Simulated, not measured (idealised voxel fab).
Herein follows the process module entitled voxel capacitor over wiring.
The figure presents cross-section cut, which has a width of 225 nm and is divided into square cells with an edge length of 5 nm.
If you're reading a cross-section in this doc, picture square cells in a grid; it comes to you as bands, top ones listed first down to the bottom, and a band can be one or more rows of cells.
Band: top height; bottom height; in nm. Then, left to right: material with width in nm, for each material. "full width": a single material spanning edge to edge. "blank": empty space.
The reference from which all heights are counted is 0, the level beneath which the as-received wafer is entirely one material; the lowest band, having no lower bound, proceeds downward and is written after the example "0 nm and below".
Width "30..40": first value at the band's top row of cells, second value at its bottom row, equal change from row to row.
"stayed the same" for a step: no cell of the cross-section changed in that step.
Closed-off voids of 8+ cells (no open route to the top) go in "Unvented voids", written width x height at distance from the left edge, in nm.
It should be noted that, on the line of a given step, the content following the step's settings is a remark produced by the simulator itself with respect to that step.
"overlay nm", when on a step's line for a step with a mask, measures how far to the right of its planned place the mask lay; a negative measure means to the left.
### The following list gives the planned process steps
1,RECEIVE [material Si]
2,CONFORMAL_DEP [material SiO2] [thk nm 15]
3,CONFORMAL_DEP [material SiN] [thk nm 5]
4,DIRECTIONAL_DEP [material SiO2] [thk nm 25]
5,DIRECTIONAL_DEP [material aC] [thk nm 10]
6,PATTERN [tone open] [mask id METAL_1] [material resist] [width nm 25] [pitch nm 85] [thk nm 30] [overlay nm 0]
7,DIRECTIONAL_ETCH [etch materials aC] [depth nm 10]
8,STRIP [etch materials resist]
9,DIRECTIONAL_ETCH [etch materials SiO2] [depth nm 25]
10,DIRECTIONAL_ETCH [etch materials SiN] [depth nm 5]
11,STRIP [etch materials aC]
12,CONFORMAL_DEP [material TiN] [thk nm 5]
13,FILL_DEP [material Ru] [thk nm 5]
14,CMP [height nm 45]
15,EPI [material Ru] [thk nm 5]
16,FILL_DEP [material SiCN] [thk nm 5]
17,DIRECTIONAL_DEP [material SiO2] [thk nm 15]
18,MASKED_ETCH [tone open] [mask id PLUG_1] [width nm 15] [etch materials SiO2] [depth nm 15] [overlay nm 0]
19,MASKED_ETCH [tone open] [mask id PLUG_1] [width nm 15] [etch materials SiCN] [depth nm 5] [overlay nm 0]
20,CONFORMAL_DEP [material TiN] [thk nm 5]
21,FILL_DEP [material W] [thk nm 10]
22,CMP [height nm 70]
23,DIRECTIONAL_DEP [material TiN] [thk nm 10]
24,DIRECTIONAL_DEP [material Al2O3] [thk nm 5]
25,DIRECTIONAL_DEP [material TiN] [thk nm 10]
26,PATTERN [tone cover] [mask id UPPER_PLATE] [material resist] [width nm 65] [thk nm 15] [overlay nm 0]
27,DIRECTIONAL_ETCH [etch materials TiN] [depth nm 10]
28,DIRECTIONAL_ETCH [etch materials Al2O3] [depth nm 5]
29,STRIP [etch materials resist]
30,DIRECTIONAL_DEP [material aC] [thk nm 15]
31,PATTERN [tone cover] [mask id LOWER_PLATE] [material resist] [width nm 75] [thk nm 30] [overlay nm 0]
32,DIRECTIONAL_ETCH [etch materials aC] [depth nm 15]
33,STRIP [etch materials resist]
34,DIRECTIONAL_ETCH [etch materials TiN] [depth nm 10]
35,STRIP [etch materials aC]
36,FILL_DEP [material SiO2] [thk nm 15]
37,CMP [height nm 105]
38,PATTERN [tone open] [mask id PLUG_2] [material resist] [width nm 15] [thk nm 20] [overlay nm 0]
39,DIRECTIONAL_ETCH [etch materials SiO2] [depth nm 10]
40,STRIP [etch materials resist]
41,CONFORMAL_DEP [material TiN] [thk nm 5]
42,FILL_DEP [material Cu] [thk nm 10]
43,CMP [height nm 105]
44,CONFORMAL_DEP [material SiCN] [thk nm 5]
### Incoming wafer in cross-section (state: after step 1)
> 0 nm and below | Si full width
> Unvented voids: none
### Cross-section taken at module completion on the first of two wafers; processed per the plan
> 110 nm to 105 nm | SiCN full width
> 105 nm to 100 nm | SiO2 75 nm | TiN 5 nm | Cu 5 nm | TiN 5 nm | SiO2 135 nm
> 100 nm to 95 nm | SiO2 75 nm | TiN 15 nm | SiO2 135 nm
> 95 nm to 85 nm | SiO2 65 nm | TiN 65 nm | SiO2 95 nm
> 85 nm to 80 nm | SiO2 65 nm | Al2O3 65 nm | SiO2 95 nm
> 80 nm to 70 nm | SiO2 60 nm | TiN 75 nm | SiO2 90 nm
> 70 nm to 55 nm | SiO2 65 nm | TiN 5 nm | W 5 nm | TiN 5 nm | SiO2 145 nm
> 55 nm to 50 nm | SiCN 65 nm | TiN 15 nm | SiCN 145 nm
> 50 nm to 45 nm | SiCN 50 nm | Ru 35 nm | SiCN 50 nm | Ru 35 nm | SiCN 55 nm
> 45 nm to 20 nm | SiO2 55 nm | TiN 5 nm | Ru 15 nm | TiN 5 nm | SiO2 60 nm | TiN 5 nm | Ru 15 nm | TiN 5 nm | SiO2 60 nm
> 20 nm to 15 nm | SiN 55 nm | TiN 25 nm | SiN 60 nm | TiN 25 nm | SiN 60 nm
> 15 nm to 0 nm | SiO2 full width
> 0 nm and below | Si full width
> Unvented voids: none
### Second wafer cross-section at end of module - shared start and plan with the first, one mistake in the run
> 110 nm to 105 nm | SiCN full width
> 105 nm to 100 nm | SiO2 75 nm | TiN 5 nm | Cu 5 nm | TiN 5 nm | SiO2 135 nm
> 100 nm to 95 nm | SiO2 75 nm | TiN 15 nm | SiO2 135 nm
> 95 nm to 85 nm | SiO2 65 nm | TiN 65 nm | SiO2 95 nm
> 85 nm to 80 nm | SiO2 65 nm | Al2O3 65 nm | SiO2 95 nm
> 80 nm to 70 nm | SiO2 60 nm | TiN 75 nm | SiO2 90 nm
> 70 nm to 55 nm | SiO2 65 nm | TiN 5 nm | W 5 nm | TiN 5 nm | SiO2 145 nm
> 55 nm to 50 nm | SiCN 65 nm | TiN 15 nm | SiCN 145 nm
> 50 nm to 45 nm | Ru full width
> 45 nm to 20 nm | W full width
> 20 nm to 15 nm | SiN full width
> 15 nm to 0 nm | SiO2 full width
> 0 nm and below | Si full width
> Unvented voids: none
What was done differently from what was planned? step 4 did not use the planned setting and instead ran as DIRECTIONAL_DEP [material W] [thk nm 25]
Final wafer comparison in cells, second versus first, more or fewer per material: Ru +1; SiCN -31; SiN +10; SiO2 -175; TiN -30; W +225
